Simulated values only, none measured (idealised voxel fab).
Process module in this document: voxel transistor to metal
Section cut is 270 nm wide and gridded with 5 nm square cells.
Square cells in a grid make up a cross-section in this document, and the grid is given as bands, listed from the top down, each one or more rows of cells.
Within each band entry, the heights of the top and of the bottom of the band appear first, in that order and in nm; the materials of the band then follow from left to right, each with its corresponding width in nm. The designation "everywhere" on a single material indicates that it fills the band from edge to edge; the designation "empty" indicates empty space.
For the purposes of this specification, 0 denotes the height below which the wafer in its as-received condition is composed wholly of one material, and the lowermost band, lacking a lower limit, extends downward without end, as expressed in "from 0 down".
Width: "30 to 40" (first number = top row, second number = bottom row, same change from row to row of cells).
"nothing got changed", as given for a step, is the statement that not any cell of the cross-section underwent a change during that step.
Listed in "Closed void listing": every empty space of 8 or more cells without an open way to the top. Form: width x height at distance, the distance being from the left edge, all in nm.
Text after the settings on a step's line: the simulator's own remark on that step.
overlay nm: mask offset rightward from planned place, masked step; negative means leftward offset.
Intended process steps
step 1: RECEIVE (material Si)
step 2: OXIDIZE (depth nm 5)
step 3: CONFORMAL_DEP (material SiN; thk nm 10)
step 4: MASKED_ETCH (tone cover; mask id ACTIVE; width nm 110; pitch nm 130; etch materials SiN; depth nm 10; overlay nm 0)
step 5: MASKED_ETCH (tone cover; mask id ACTIVE; width nm 110; pitch nm 130; etch materials SiO2; depth nm 5; overlay nm 0)
step 6: MASKED_ETCH (tone cover; mask id ACTIVE; width nm 110; pitch nm 130; etch materials Si; depth nm 20; overlay nm 0)
step 7: FILL_DEP (material SiO2; thk nm 5)
step 8: CMP (height nm 10)
step 9: SELECTIVE_ETCH (etch materials SiO2; depth nm 5)
step 10: STRIP (etch materials SiN)
step 11: SELECTIVE_ETCH (etch materials SiO2; depth nm 5)
step 12: OXIDIZE (depth nm 5)
step 13: DIRECTIONAL_DEP (material polySi; thk nm 25)
step 14: DIRECTIONAL_DEP (material SiCN; thk nm 10)
step 15: PATTERN (tone cover; mask id GATE; material resist; width nm 20; pitch nm 130; thk nm 20; overlay nm 0)
step 16: DIRECTIONAL_ETCH (etch materials SiCN; depth nm 20)
step 17: DIRECTIONAL_ETCH (etch materials polySi; depth nm 35)
step 18: STRIP (etch materials resist)
step 19: CONFORMAL_DEP (material SiN; thk nm 5)
step 20: DIRECTIONAL_ETCH (etch materials SiN; depth nm 5)
step 21: DIRECTIONAL_ETCH (etch materials SiO2; depth nm 5)
step 22: EPI (material SiGe; thk nm 5)
step 23: FILL_DEP (material SiO2; thk nm 10)
step 24: CMP (height nm 30)
step 25: DIRECTIONAL_DEP (material SiO2; thk nm 10)
step 26: PATTERN (tone open; mask id CONTACT; material resist; width nm 30; thk nm 20; overlay nm 0)
step 27: DIRECTIONAL_ETCH (etch materials SiO2; depth nm 45)
step 28: STRIP (etch materials resist)
step 29: CONFORMAL_DEP (material TiN; thk nm 5)
step 30: FILL_DEP (material Ru; thk nm 10)
step 31: CMP (height nm 40)
step 32: DIRECTIONAL_DEP (material TiN; thk nm 5)
step 33: DIRECTIONAL_DEP (material W; thk nm 15)
step 34: PATTERN (tone cover; mask id METAL_1; material resist; width nm 20; thk nm 15; overlay nm 0)
step 35: DIRECTIONAL_ETCH (etch materials W; depth nm 15)
step 36: DIRECTIONAL_ETCH (etch materials TiN; depth nm 5)
step 37: STRIP (etch materials resist)
step 38: CONFORMAL_DEP (material SiN; thk nm 5)
step 39: FILL_DEP (material SiO2; thk nm 5)
step 40: CMP (height nm 60)
step 41: CONFORMAL_DEP (material SiN; thk nm 5)
As received (post step 1): cross-section
from 0 down: Si everywhere
Closed void listing: none
Same starting wafer, same plan as above, one mistake in the execution; this is the cross-section at the end of the module
from 65 to 60: SiN everywhere
from 60 to 45: SiO2 20 nm; SiN 5 nm; W 20 nm; SiN 5 nm; SiO2 40 nm; SiN 5 nm; W 20 nm; SiN 5 nm; SiO2 30 nm; SiN 5 nm; W 20 nm; SiN 5 nm; SiO2 40 nm; SiN 5 nm; W 20 nm; SiN 5 nm; SiO2 20 nm
from 45 to 40: SiN 25 nm; TiN 20 nm; SiN 50 nm; TiN 20 nm; SiN 40 nm; TiN 20 nm; SiN 50 nm; TiN 20 nm; SiN 25 nm
from 40 to 30: SiO2 25 nm; TiN 5 nm; Ru 20 nm; TiN 5 nm; SiO2 30 nm; TiN 5 nm; Ru 20 nm; TiN 5 nm; SiO2 40 nm; TiN 5 nm; Ru 20 nm; TiN 5 nm; SiO2 30 nm; TiN 5 nm; Ru 20 nm; TiN 5 nm; SiO2 25 nm
from 30 to 20: SiO2 25 nm; TiN 5 nm; Ru 20 nm; TiN 5 nm; SiN 5 nm; SiCN 20 nm; SiN 5 nm; TiN 5 nm; Ru 20 nm; TiN 5 nm; SiO2 40 nm; TiN 5 nm; Ru 20 nm; TiN 5 nm; SiN 5 nm; SiCN 20 nm; SiN 5 nm; TiN 5 nm; Ru 20 nm; TiN 5 nm; SiO2 25 nm
from 20 to 0: SiO2 25 nm; TiN 5 nm; Ru 20 nm; TiN 5 nm; SiN 5 nm; polySi 20 nm; SiN 5 nm; TiN 5 nm; Ru 20 nm; TiN 5 nm; SiO2 40 nm; TiN 5 nm; Ru 20 nm; TiN 5 nm; SiN 5 nm; polySi 20 nm; SiN 5 nm; TiN 5 nm; Ru 20 nm; TiN 5 nm; SiO2 25 nm
from 0 to -5: SiO2 25 nm; TiN 30 nm; SiN 5 nm; polySi 20 nm; SiN 5 nm; TiN 30 nm; SiO2 40 nm; TiN 30 nm; SiN 5 nm; polySi 20 nm; SiN 5 nm; TiN 30 nm; SiO2 25 nm
from -5 to -10: SiO2 10 nm; SiN 5 nm; SiGe 40 nm; SiO2 30 nm; SiGe 40 nm; SiN 5 nm; SiO2 10 nm; SiN 5 nm; SiGe 40 nm; SiO2 30 nm; SiGe 40 nm; SiN 5 nm; SiO2 10 nm
from -10 to -15: SiO2 10 nm; SiN 5 nm; SiO2 5 nm; Si 100 nm; SiO2 5 nm; SiN 5 nm; SiO2 10 nm; SiN 5 nm; SiO2 5 nm; Si 100 nm; SiO2 5 nm; SiN 5 nm; SiO2 10 nm
from -15 to -25: SiO2 20 to 15 nm; Si 100 to 110 nm; SiO2 30 to 20 nm; Si 100 to 110 nm; SiO2 20 to 15 nm
from -25 down: Si everywhere
Closed void listing: none
So what did we get wrong on this run? step 11 was processed under conditions differing from the plan, specifically as SELECTIVE_ETCH (etch materials SiO2; depth nm 15)
